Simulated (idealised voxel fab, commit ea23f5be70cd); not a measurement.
The process module that follows is named voxel transistor to metal.
The figure presents cross-section cut, which has a width of 270 nm and is divided into square cells with an edge length of 5 nm.
Reading order for cross-sections: top band down to bottom band. Underlying form: a grid of square cells. Band size: one or more rows of cells. For a band, the entry starts with two heights in nm, that of the top and then that of the bottom, and carries on with the band's materials in order from left to right, each alongside its width in nm; the word "full width" beside a single material means it fills the band edge to edge, and "empty" means empty space. Heights are reckoned from 0. Under this level, the received wafer is all of one material. The bottommost band is open-ended downward, for example "from 0 down". Width "30->40": first value at the band's top row of cells, second value at its bottom row, equal change from row to row. When a step is marked "same as before", none of the cells in the cross-section changed during that step. "Completely sealed voids" - sealed voids, min. 8 cells, no opening to top; format: width x height at distance (distance from left edge; nm throughout). Past the settings on a step's line: simulator remark, on that step. overlay nm: how far to the right of its planned place the mask lay on this masked step (negative: to the left).
[Process steps - plan]
1 RECEIVE: material Si
2 OXIDIZE: depth nm 5
3 CONFORMAL_DEP: material SiN, thk nm 10
4 MASKED_ETCH: tone cover, mask id ACTIVE, width nm 110, pitch nm 130, etch materials SiN, depth nm 10, overlay nm 0
5 MASKED_ETCH: tone cover, mask id ACTIVE, width nm 110, pitch nm 130, etch materials SiO2, depth nm 5, overlay nm 0
6 MASKED_ETCH: tone cover, mask id ACTIVE, width nm 110, pitch nm 130, etch materials Si, depth nm 20, overlay nm 0
7 FILL_DEP: material SiO2, thk nm 5
8 CMP: height nm 10
9 SELECTIVE_ETCH: etch materials SiO2, depth nm 5
10 STRIP: etch materials SiN
11 SELECTIVE_ETCH: etch materials SiO2, depth nm 5
12 OXIDIZE: depth nm 5
13 DIRECTIONAL_DEP: material polySi, thk nm 25
14 DIRECTIONAL_DEP: material SiCN, thk nm 10
15 PATTERN: tone cover, mask id GATE, material resist, width nm 20, pitch nm 130, thk nm 20, overlay nm 0
16 DIRECTIONAL_ETCH: etch materials SiCN, depth nm 20
17 DIRECTIONAL_ETCH: etch materials polySi, depth nm 35
18 STRIP: etch materials resist
19 CONFORMAL_DEP: material SiN, thk nm 5
20 DIRECTIONAL_ETCH: etch materials SiN, depth nm 5
21 DIRECTIONAL_ETCH: etch materials SiO2, depth nm 5
22 EPI: material SiGe, thk nm 5
23 FILL_DEP: material SiO2, thk nm 10
24 CMP: height nm 30
25 DIRECTIONAL_DEP: material SiO2, thk nm 10
26 PATTERN: tone open, mask id CONTACT, material resist, width nm 30, thk nm 20, overlay nm 0
27 DIRECTIONAL_ETCH: etch materials SiO2, depth nm 45
28 STRIP: etch materials resist
29 CONFORMAL_DEP: material TiN, thk nm 5
30 FILL_DEP: material Ru, thk nm 10
31 CMP: height nm 40
32 DIRECTIONAL_DEP: material TiN, thk nm 5
33 DIRECTIONAL_DEP: material W, thk nm 15
34 PATTERN: tone cover, mask id METAL_1, material resist, width nm 20, thk nm 15, overlay nm 0
35 DIRECTIONAL_ETCH: etch materials W, depth nm 15
36 DIRECTIONAL_ETCH: etch materials TiN, depth nm 5
37 STRIP: etch materials resist
38 CONFORMAL_DEP: material SiN, thk nm 5
39 FILL_DEP: material SiO2, thk nm 5
40 CMP: height nm 60
41 CONFORMAL_DEP: material SiN, thk nm 5
[Cross-sectional view of the wafer in its as-received condition, corresponding to the state after step 1]
* from 0 down: Si full width
* Completely sealed voids: none
[Cross-section, first of two wafers, end of module, run as planned]
* from 65 to 60: SiN full width
* from 60 to 45: 20 nm SiO2, 5 nm SiN, 20 nm W, 5 nm SiN, 40 nm SiO2, 5 nm SiN, 20 nm W, 5 nm SiN, 30 nm SiO2, 5 nm SiN, 20 nm W, 5 nm SiN, 40 nm SiO2, 5 nm SiN, 20 nm W, 5 nm SiN, 20 nm SiO2
* from 45 to 40: 25 nm SiN, 20 nm TiN, 50 nm SiN, 20 nm TiN, 40 nm SiN, 20 nm TiN, 50 nm SiN, 20 nm TiN, 25 nm SiN
* from 40 to 30: 25 nm SiO2, 5 nm TiN, 20 nm Ru, 5 nm TiN, 30 nm SiO2, 5 nm TiN, 20 nm Ru, 5 nm TiN, 40 nm SiO2, 5 nm TiN, 20 nm Ru, 5 nm TiN, 30 nm SiO2, 5 nm TiN, 20 nm Ru, 5 nm TiN, 25 nm SiO2
* from 30 to 20: 25 nm SiO2, 5 nm TiN, 20 nm Ru, 5 nm TiN, 5 nm SiN, 20 nm SiCN, 5 nm SiN, 5 nm TiN, 20 nm Ru, 5 nm TiN, 40 nm SiO2, 5 nm TiN, 20 nm Ru, 5 nm TiN, 5 nm SiN, 20 nm SiCN, 5 nm SiN, 5 nm TiN, 20 nm Ru, 5 nm TiN, 25 nm SiO2
* from 20 to 0: 25 nm SiO2, 5 nm TiN, 20 nm Ru, 5 nm TiN, 5 nm SiN, 20 nm polySi, 5 nm SiN, 5 nm TiN, 20 nm Ru, 5 nm TiN, 40 nm SiO2, 5 nm TiN, 20 nm Ru, 5 nm TiN, 5 nm SiN, 20 nm polySi, 5 nm SiN, 5 nm TiN, 20 nm Ru, 5 nm TiN, 25 nm SiO2
* from 0 to -5: 10 nm SiO2, 5 nm SiN, 10 nm SiO2, 30 nm TiN, 5 nm SiN, 20 nm polySi, 5 nm SiN, 30 nm TiN, 10 nm SiO2, 5 nm SiN, 10 nm SiO2, 5 nm SiN, 10 nm SiO2, 30 nm TiN, 5 nm SiN, 20 nm polySi, 5 nm SiN, 30 nm TiN, 10 nm SiO2, 5 nm SiN, 10 nm SiO2
* from -5 to -10: 15 nm SiO2, 40 nm SiGe, 30 nm SiO2, 40 nm SiGe, 20 nm SiO2, 40 nm SiGe, 30 nm SiO2, 40 nm SiGe, 15 nm SiO2
* from -10 to -25: 15 nm SiO2, 110 nm Si, 20 nm SiO2, 110 nm Si, 15 nm SiO2
* from -25 down: Si full width
* Completely sealed voids: none
[Here's the second of our two wafers sectioned at module end. Same start as the first, same plan, but one mistake got made running it]
* from 65 to 60: SiN full width
* from 60 to 45: 20 nm SiO2, 5 nm SiN, 20 nm W, 5 nm SiN, 40 nm SiO2, 5 nm SiN, 20 nm W, 5 nm SiN, 30 nm SiO2, 5 nm SiN, 20 nm W, 5 nm SiN, 40 nm SiO2, 5 nm SiN, 20 nm W, 5 nm SiN, 20 nm SiO2
* from 45 to 40: 25 nm SiN, 20 nm TiN, 50 nm SiN, 20 nm TiN, 40 nm SiN, 20 nm TiN, 50 nm SiN, 20 nm TiN, 25 nm SiN
* from 40 to 30: 25 nm SiO2, 5 nm TiN, 20 nm Ru, 5 nm TiN, 30 nm SiO2, 5 nm TiN, 20 nm Ru, 5 nm TiN, 40 nm SiO2, 5 nm TiN, 20 nm Ru, 5 nm TiN, 30 nm SiO2, 5 nm TiN, 20 nm Ru, 5 nm TiN, 25 nm SiO2
* from 30 to 20: 25 nm SiO2, 5 nm TiN, 20 nm Ru, 5 nm TiN, 5 nm SiN, 20 nm SiCN, 5 nm SiN, 5 nm TiN, 20 nm Ru, 5 nm TiN, 40 nm SiO2, 5 nm TiN, 20 nm Ru, 5 nm TiN, 5 nm SiN, 20 nm SiCN, 5 nm SiN, 5 nm TiN, 20 nm Ru, 5 nm TiN, 25 nm SiO2
* from 20 to 0: 25 nm SiO2, 5 nm TiN, 20 nm Ru, 5 nm TiN, 5 nm SiN, 20 nm polySi, 5 nm SiN, 5 nm TiN, 20 nm Ru, 5 nm TiN, 40 nm SiO2, 5 nm TiN, 20 nm Ru, 5 nm TiN, 5 nm SiN, 20 nm polySi, 5 nm SiN, 5 nm TiN, 20 nm Ru, 5 nm TiN, 25 nm SiO2
* from 0 to -5: 10 nm SiO2, 5 nm SiN, 10 nm SiO2, 30 nm TiN, 5 nm SiN, 20 nm polySi, 5 nm SiN, 30 nm TiN, 10 nm SiO2, 5 nm SiN, 10 nm SiO2, 5 nm SiN, 10 nm SiO2, 30 nm TiN, 5 nm SiN, 20 nm polySi, 5 nm SiN, 30 nm TiN, 10 nm SiO2, 5 nm SiN, 10 nm SiO2
* from -5 to -10: 15 nm SiO2, 40 nm SiGe, 30 nm SiO2, 40 nm SiGe, 20 nm SiO2, 40 nm SiGe, 30 nm SiO2, 40 nm SiGe, 15 nm SiO2
* from -10 to -45: 15 nm SiO2, 110 nm Si, 20 nm SiO2, 110 nm Si, 15 nm SiO2
* from -45 down: Si full width
* Completely sealed voids: none
What was done differently from what was planned? yeah, plan step 6 got run twice
Upon completion, the second wafer contains, in terms of cells, a greater or smaller amount of certain materials than the first wafer: Si: 40 fewer, SiO2: 40 more
